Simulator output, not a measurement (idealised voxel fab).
Presented below is a process module, voxel ribs on slabs.
Cross-sectional view cut (width: 235 nm; square cell size: 5 nm).
We lay out every cross-section as a grid of square cells and spell it out in bands from the top down, where one band means one or more rows of cells.
Band: top height; bottom height; in nm. Then, left to right: material with width in nm, for each material. "everywhere": a single material spanning edge to edge. "blank": empty space.
Heights are expressed relative to 0, this being the level below which the as-received wafer comprises one material exclusively. The lowest band is unbounded in the downward direction and is denoted as in "0 nm and below".
Read "30->40" as a graded width: first number on top, second number at the bottom, same change between each pair of neighbouring rows.
Step note "remained the same" = no cross-section cell changed.
The entry "Fully enclosed voids" lists the empty spaces that cover at least 8 cells and have no open path to the top. Each is written as width x height at distance, where the distance is measured from the left edge and all three values are in nm.
Formally, on a step line, whatever follows the settings is a remark that the simulator itself makes on the step.
overlay nm: on a step with a mask, how far right of its planned place the mask lay; negative means left.
**Process steps - plan**
1) RECEIVE (material Si)
2) DIRECTIONAL_DEP (material SiO2; thk nm 30)
3) DIRECTIONAL_DEP (material polySi; thk nm 15)
4) MASKED_ETCH (tone cover; mask id RIB; width nm 30; etch materials polySi; depth nm 10; overlay nm 0)
5) PATTERN (tone cover; mask id SLAB; material resist; width nm 90; thk nm 15; overlay nm 0)
6) DIRECTIONAL_ETCH (etch materials polySi; depth nm 5)
7) STRIP (etch materials resist)
8) FILL_DEP (material SiO2; thk nm 15)
9) CMP (height nm 55)
10) DIRECTIONAL_DEP (material TiN; thk nm 5)
11) DIRECTIONAL_DEP (material aC; thk nm 10)
12) PATTERN (tone cover; mask id HEATER; material resist; width nm 40; thk nm 25; overlay nm 0)
13) DIRECTIONAL_ETCH (etch materials aC; depth nm 10)
14) STRIP (etch materials resist)
15) DIRECTIONAL_ETCH (etch materials TiN; depth nm 5)
16) STRIP (etch materials aC)
17) CONFORMAL_DEP (material SiN; thk nm 10)
**First of the two wafers, run per plan**
**The cross-section here shows the wafer as received, i.e. in its state after step 1**
- 0 nm and below = Si everywhere
- Fully enclosed voids: none
**Cross-section through the wafer, step 2 finished**
- 30 nm to 0 nm = SiO2 everywhere
- Anything lower than 0 is untouched.
**Cross-section through the wafer, step 3 finished**
- 45 nm to 30 nm = polySi everywhere
- Anything lower than 30 is untouched.
**Cross-section through the wafer, step 4 finished**
- 45 nm to 35 nm = 100 of blank, 30 of polySi, 105 of blank
- Anything lower than 35 is untouched.
**Cross-section through the wafer, step 5 finished**
- 60 nm to 45 nm = 70 of blank, 90 of resist, 75 of blank
- 45 nm to 35 nm = 70 of blank, 30 of resist, 30 of polySi, 30 of resist, 75 of blank
- Anything lower than 35 is untouched.
**Cross-section through the wafer, step 6 finished**
- 60 nm to 45 nm = 70 of blank, 90 of resist, 75 of blank
- 45 nm to 35 nm = 70 of blank, 30 of resist, 30 of polySi, 30 of resist, 75 of blank
- 35 nm to 30 nm = 70 of blank, 90 of polySi, 75 of blank
- Anything lower than 30 is untouched.
**Cross-section through the wafer, step 7 finished**
- 45 nm to 35 nm = 100 of blank, 30 of polySi, 105 of blank
- Anything lower than 35 is untouched.
**Cross-section through the wafer, step 8 finished**
- 60 nm to 45 nm = SiO2 everywhere
- 45 nm to 35 nm = 100 of SiO2, 30 of polySi, 105 of SiO2
- 35 nm to 30 nm = 70 of SiO2, 90 of polySi, 75 of SiO2
- Anything lower than 30 is untouched.
**Cross-section through the wafer, step 9 finished**
- 55 nm to 45 nm = SiO2 everywhere
- Anything lower than 45 is untouched.
**Cross-section through the wafer, step 10 finished**
- 60 nm to 55 nm = TiN everywhere
- Anything lower than 55 is untouched.
**Cross-section through the wafer, step 11 finished**
- 70 nm to 60 nm = aC everywhere
- Anything lower than 60 is untouched.
**Cross-section through the wafer, step 12 finished**
- 95 nm to 70 nm = 95 of blank, 40 of resist, 100 of blank
- Anything lower than 70 is untouched.
**Cross-section through the wafer, step 13 finished**
- 85 nm to 70 nm = 95 of blank, 40 of resist, 100 of blank
- 70 nm to 60 nm = 95 of blank, 40 of aC, 100 of blank
- Anything lower than 60 is untouched.
**Cross-section through the wafer, step 14 finished**
- 70 nm to 60 nm = 95 of blank, 40 of aC, 100 of blank
- Anything lower than 60 is untouched.
**Cross-section through the wafer, step 15 finished**
- 70 nm to 60 nm = 95 of blank, 40 of aC, 100 of blank
- 60 nm to 55 nm = 95 of blank, 40 of TiN, 100 of blank
- Anything lower than 55 is untouched.
**Cross-section through the wafer, step 16 finished**
- 60 nm to 55 nm = 95 of blank, 40 of TiN, 100 of blank
- Anything lower than 55 is untouched.
**Cross-section through the wafer, step 17 finished**
- 70 nm to 65 nm = 85 of blank, 60 of SiN, 90 of blank
- 65 nm to 60 nm = SiN everywhere
- 60 nm to 55 nm = 95 of SiN, 40 of TiN, 100 of SiN
- Anything lower than 55 is untouched.
**Wafer two: like wafer one in start and plan, but with one mistake in execution; identical up to and including step 3**
**when step 4 should have ended**
- 45 nm to 35 nm = 95 of blank, 40 of polySi, 100 of blank
- Anything lower than 35 is untouched.
**when step 5 should have ended**
- 60 nm to 45 nm = 70 of blank, 90 of resist, 75 of blank
- 45 nm to 35 nm = 70 of blank, 25 of resist, 40 of polySi, 25 of resist, 75 of blank
- Anything lower than 35 is untouched.
**when step 6 should have ended**
- 60 nm to 45 nm = 70 of blank, 90 of resist, 75 of blank
- 45 nm to 35 nm = 70 of blank, 25 of resist, 40 of polySi, 25 of resist, 75 of blank
- 35 nm to 30 nm = 70 of blank, 90 of polySi, 75 of blank
- Anything lower than 30 is untouched.
**when step 7 should have ended**
- 45 nm to 35 nm = 95 of blank, 40 of polySi, 100 of blank
- Anything lower than 35 is untouched.
**when step 8 should have ended**
- 60 nm to 45 nm = SiO2 everywhere
- 45 nm to 35 nm = 95 of SiO2, 40 of polySi, 100 of SiO2
- 35 nm to 30 nm = 70 of SiO2, 90 of polySi, 75 of SiO2
- Anything lower than 30 is untouched.
**when step 9 should have ended**
- 55 nm to 45 nm = SiO2 everywhere
- Anything lower than 45 is untouched.
**when step 10 should have ended**
- 60 nm to 55 nm = TiN everywhere
- Anything lower than 55 is untouched.
**when step 11 should have ended**
- 70 nm to 60 nm = aC everywhere
- Anything lower than 60 is untouched.
**when step 12 should have ended**
- 95 nm to 70 nm = 95 of blank, 40 of resist, 100 of blank
- Anything lower than 70 is untouched.
**when step 13 should have ended**
- 85 nm to 70 nm = 95 of blank, 40 of resist, 100 of blank
- 70 nm to 60 nm = 95 of blank, 40 of aC, 100 of blank
- Anything lower than 60 is untouched.
**when step 14 should have ended**
- 70 nm to 60 nm = 95 of blank, 40 of aC, 100 of blank
- Anything lower than 60 is untouched.
**when step 15 should have ended**
- 70 nm to 60 nm = 95 of blank, 40 of aC, 100 of blank
- 60 nm to 55 nm = 95 of blank, 40 of TiN, 100 of blank
- Anything lower than 55 is untouched.
**when step 16 should have ended**
- 60 nm to 55 nm = 95 of blank, 40 of TiN, 100 of blank
- Anything lower than 55 is untouched.
**when step 17 should have ended**
- 70 nm to 65 nm = 85 of blank, 60 of SiN, 90 of blank
- 65 nm to 60 nm = SiN everywhere
- 60 nm to 55 nm = 95 of SiN, 40 of TiN, 100 of SiN
- Anything lower than 55 is untouched.
What broke from the plan during processing? contrary to plan, step 4 was performed as MASKED_ETCH (tone cover; mask id RIB; width nm 40; etch materials polySi; depth nm 10; overlay nm 0)
Materials where the second wafer ends with more or fewer cells than the first: -4 SiO2, +4 polySi
